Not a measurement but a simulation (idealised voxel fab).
process module | voxel fin reveal
cross-section cut | 190 nm wide | cells 5 nm
A cross-section is a grid of square cells, given in bands from the top down. A band is one or more rows of cells.
Each band's line starts with the height of the band's top and of its bottom, in nm. Then come its materials from left to right, each with its width in nm. One material with "throughout" fills the band from edge to edge. "air" is empty space.
Height 0 is the level under which the wafer as received is all one material. The lowest band goes on downwards, as in "0 down".
A width such as "30 to 40" changes by the same amount from each row of cells to the next, from the band's top row to its bottom row.
"no change" after a step means that no cell of the cross-section changed.
closed voids: empty space of 8 cells or more with no open way to the top, each as width x height at its distance from the left edge, in nm
after a step's settings: what the simulator itself notes on the step
overlay nm, on a step with a mask: how far to the right of its planned place the mask lay; to the left if negative
plan
1 op RECEIVE | material Si
2 op CONFORMAL_DEP | material SiN | thk nm 5
3 op MASKED_ETCH | tone cover | mask id FINS | width nm 15 | pitch nm 40 | etch materials SiN | depth nm 5 | overlay nm 0
4 op MASKED_ETCH | tone cover | mask id FINS | width nm 15 | pitch nm 40 | etch materials Si | depth nm 35 | overlay nm 0
5 op OXIDIZE | depth nm 5
6 op FILL_DEP | material SiO2 | thk nm 15
7 op CMP | height nm 5
8 op SELECTIVE_ETCH | etch materials SiO2 | depth nm 15
9 op STRIP | etch materials SiN
as received, after step 1
  0 down: Si throughout
  closed voids: none
first wafer at the end, as planned
  0 to -10: air 30 | Si 5 | air 35 | Si 5 | air 35 | Si 5 | air 35 | Si 5 | air 35
  -10 to -40: SiO2 30 | Si 5 | SiO2 35 | Si 5 | SiO2 35 | Si 5 | SiO2 35 | Si 5 | SiO2 35
  -40 down: Si throughout
  closed voids: none
second wafer at the end: like start, like plan, one mistake
  0 to -10: air 30 to 25 | Si 5 to 10 | air 35 to 30 | Si 5 to 10 | air 35 to 30 | Si 5 to 10 | air 35 to 30 | Si 5 to 10 | air 35
  -10 to -40: SiO2 25 | Si 10 | SiO2 30 | Si 10 | SiO2 30 | Si 10 | SiO2 30 | Si 10 | SiO2 35
  -40 down: Si throughout
  closed voids: none
what went wrong: step 4 ran as: op MASKED_ETCH | tone cover | mask id FINS | width nm 15 | pitch nm 40 | etch materials Si | depth nm 35 | overlay nm -5
at the end the second wafer has, in cells: 28 more of Si | 24 fewer of SiO2
